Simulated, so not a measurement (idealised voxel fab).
voxel transistor to metal: a process module
Square cell edge 5 nm, section width 150 nm, ID cut.
Heads up, the way a cross-section reads in here is a grid of square cells, handed over as bands from the top down, with every band being one or more rows of cells. It is stipulated that each band's entry specify, in nanometres, the height of the top of the band and then that of its bottom, followed by the materials of the band in left-to-right sequence, each together with its width in nanometres. A single material marked by the word "full width" is understood to fill the band from edge to edge; the word "air" is understood to denote empty space. For the purposes of this specification, 0 denotes the height below which the wafer in its as-received condition is composed wholly of one material, and the lowermost band, lacking a lower limit, extends downward without end, as expressed in "z 0 and below". A two-number width, for instance "30..40", indicates that the width is equal to the first number in the top row of the band and to the second number in the bottom row, and that it changes by a constant amount per row of cells. When a step is marked "no alteration", none of the cells in the cross-section changed during that step. Voids not open to the top, 8 cells minimum: see "Voids, sealed". Written width x height at distance; distance is from the left edge; nm. after a step's settings: what the simulator itself notes on the step. overlay nm, on a step with a mask: how far to the right of its planned place the mask lay; to the left if negative.

### Steps in the process plan
1,RECEIVE with material Si
2,CONFORMAL_DEP with material SiO2, thk nm 5
3,CONFORMAL_DEP with material SiN, thk nm 10
4,PATTERN with tone cover, mask id ACTIVE, material resist, width nm 95, thk nm 15, overlay nm 0
5,DIRECTIONAL_ETCH with etch materials SiN, depth nm 10
6,DIRECTIONAL_ETCH with etch materials SiO2, depth nm 5
7,DIRECTIONAL_ETCH with etch materials Si, depth nm 25
8,STRIP with etch materials resist
9,OXIDIZE with depth nm 5
10,FILL_DEP with material SiO2, thk nm 10
11,CMP with height nm 15
12,SELECTIVE_ETCH with etch materials SiO2, depth nm 5
13,STRIP with etch materials SiN
14,SELECTIVE_ETCH with etch materials SiO2, depth nm 5
15,OXIDIZE with depth nm 5
16,DIRECTIONAL_DEP with material polySi, thk nm 30
17,DIRECTIONAL_DEP with material SiCN, thk nm 10
18,MASKED_ETCH with tone cover, mask id GATE, width nm 15, etch materials SiCN, depth nm 20, overlay nm 0
19,MASKED_ETCH with tone cover, mask id GATE, width nm 15, etch materials polySi, depth nm 40, overlay nm 0
20,CONFORMAL_DEP with material SiN, thk nm 10
21,DIRECTIONAL_ETCH with etch materials SiN, depth nm 10
22,DIRECTIONAL_ETCH with etch materials SiO2, depth nm 5
23,DIRECTIONAL_ETCH with etch materials Si, depth nm 10
24,EPI with material pSi, thk nm 10
25,FILL_DEP with material SiO2, thk nm 5
26,CMP with height nm 40
27,DIRECTIONAL_DEP with material SiO2, thk nm 15
28,MASKED_ETCH with tone open, mask id CONTACT, width nm 20, pitch nm 65, etch materials SiO2, depth nm 60, overlay nm 0
29,CONFORMAL_DEP with material TiN, thk nm 5
30,FILL_DEP with material Ru, thk nm 5
31,CMP with height nm 55
32,CONFORMAL_DEP with material SiCN, thk nm 5
33,DIRECTIONAL_DEP with material SiO2, thk nm 20
34,PATTERN with tone open, mask id METAL_1, material resist, width nm 20, pitch nm 65, thk nm 15, overlay nm 0
35,DIRECTIONAL_ETCH with etch materials SiO2, depth nm 20
36,DIRECTIONAL_ETCH with etch materials SiCN, depth nm 5
37,STRIP with etch materials resist
38,CONFORMAL_DEP with material TiN, thk nm 5
39,FILL_DEP with material Cu, thk nm 5
40,CMP with height nm 80
41,CONFORMAL_DEP with material SiN, thk nm 5

### Wafer as received: cross-section following step 1
  z 0 and below = Si full width
  Voids, sealed: none

### Wafer at module end, in section. Began as above, planned as above, run with one mistake
  z 85 to 80 = SiN full width
  z 80 to 60 = SiO2 30 nm  TiN 5 nm  Cu 10 nm  TiN 5 nm  SiO2 45 nm  TiN 5 nm  Cu 10 nm  TiN 5 nm  SiO2 35 nm
  z 60 to 55 = SiCN 30 nm  TiN 20 nm  SiCN 45 nm  TiN 20 nm  SiCN 35 nm
  z 55 to 40 = SiO2 35 nm  TiN 5 nm  Ru 10 nm  TiN 5 nm  SiO2 45 nm  TiN 5 nm  Ru 10 nm  TiN 5 nm  SiO2 30 nm
  z 40 to 30 = SiO2 35 nm  TiN 5 nm  Ru 10 nm  TiN 5 nm  SiN 10 nm  SiCN 15 nm  SiN 10 nm  SiO2 10 nm  TiN 5 nm  Ru 10 nm  TiN 5 nm  SiO2 30 nm
  z 30 to 10 = SiO2 35 nm  TiN 5 nm  Ru 10 nm  TiN 5 nm  SiN 10 nm  polySi 15 nm  SiN 10 nm  SiO2 10 nm  TiN 5 nm  Ru 10 nm  TiN 5 nm  SiO2 30 nm
  z 10 to 5 = SiO2 35 nm  TiN 20 nm  SiN 10 nm  polySi 15 nm  SiN 10 nm  SiO2 10 nm  TiN 5 nm  Ru 5 nm  TiN 10 nm  SiO2 30 nm
  z 5 to 0 = SiO2 20 nm  SiN 10 nm  SiO2 5 nm  TiN 10 nm  pSi 10 nm  SiN 10 nm  polySi 15 nm  SiN 10 nm  pSi 10 nm  TiN 5 nm  Ru 5 nm  TiN 5 nm  SiN 10 nm  SiO2 25 nm
  z 0 to -5 = SiO2 35 nm  TiN 10 nm  pSi 10 nm  SiO2 35 nm  pSi 10 nm  TiN 15 nm  SiO2 35 nm
  z -5 to -15 = SiO2 30 nm  pSi 25 nm  Si 35 nm  pSi 25 nm  SiO2 35 nm
  z -15 to -30 = SiO2 30 nm  Si 85 nm  SiO2 35 nm
  z -30 and below = Si full width
  Voids, sealed: none
Here's what went sideways: step 28 deviated from plan and actually ran as MASKED_ETCH with tone open, mask id CONTACT, width nm 20, pitch nm 65, etch materials SiO2, depth nm 60, overlay nm 5
